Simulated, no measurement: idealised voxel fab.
process module | voxel local oxidation
cross-section cut | 165 nm wide | cells 5 nm
A cross-section is a grid of square cells, given in bands from the top down. A band is one or more rows of cells.
Each band's line starts with the height of the band's top and of its bottom, in nm. Then come its materials from left to right, each with its width in nm. One material with "throughout" fills the band from edge to edge. "air" is empty space.
Height 0 is the level under which the wafer as received is all one material. The lowest band goes on downwards, as in "0 down".
A width such as "30 to 40" changes by the same amount from each row of cells to the next, from the band's top row to its bottom row.
"no change" after a step means that no cell of the cross-section changed.
closed voids: empty space of 8 cells or more with no open way to the top, each as width x height at its distance from the left edge, in nm
after a step's settings: what the simulator itself notes on the step
overlay nm, on a step with a mask: how far to the right of its planned place the mask lay; to the left if negative
plan
1 op RECEIVE | material Si
2 op OXIDIZE | depth nm 5
3 op CONFORMAL_DEP | material SiN | thk nm 10
4 op PATTERN | tone cover | mask id ACTIVE | material resist | width nm 105 | thk nm 15 | overlay nm 0
5 op DIRECTIONAL_ETCH | etch materials SiN | depth nm 10
6 op STRIP | etch materials resist
7 op SELECTIVE_ETCH | etch materials SiO2 | depth nm 5
8 op OXIDIZE | depth nm 15
9 op STRIP | etch materials SiN
as received, after step 1
  0 down: Si throughout
  closed voids: none
first wafer at the end, as planned
  0 to -5: air 35 | SiO2 95 | air 35
  -5 to -20: SiO2 50 | Si 65 | SiO2 50
  -20 down: Si throughout
  closed voids: none
second wafer at the end: like start, like plan, one mistake
  -5 to -20: air 50 | Si 65 | air 50
  -20 down: Si throughout
  closed voids: none
what went wrong: step 9 ran as: op STRIP | etch materials SiO2
at the end the second wafer has, in cells: 79 fewer of SiO2
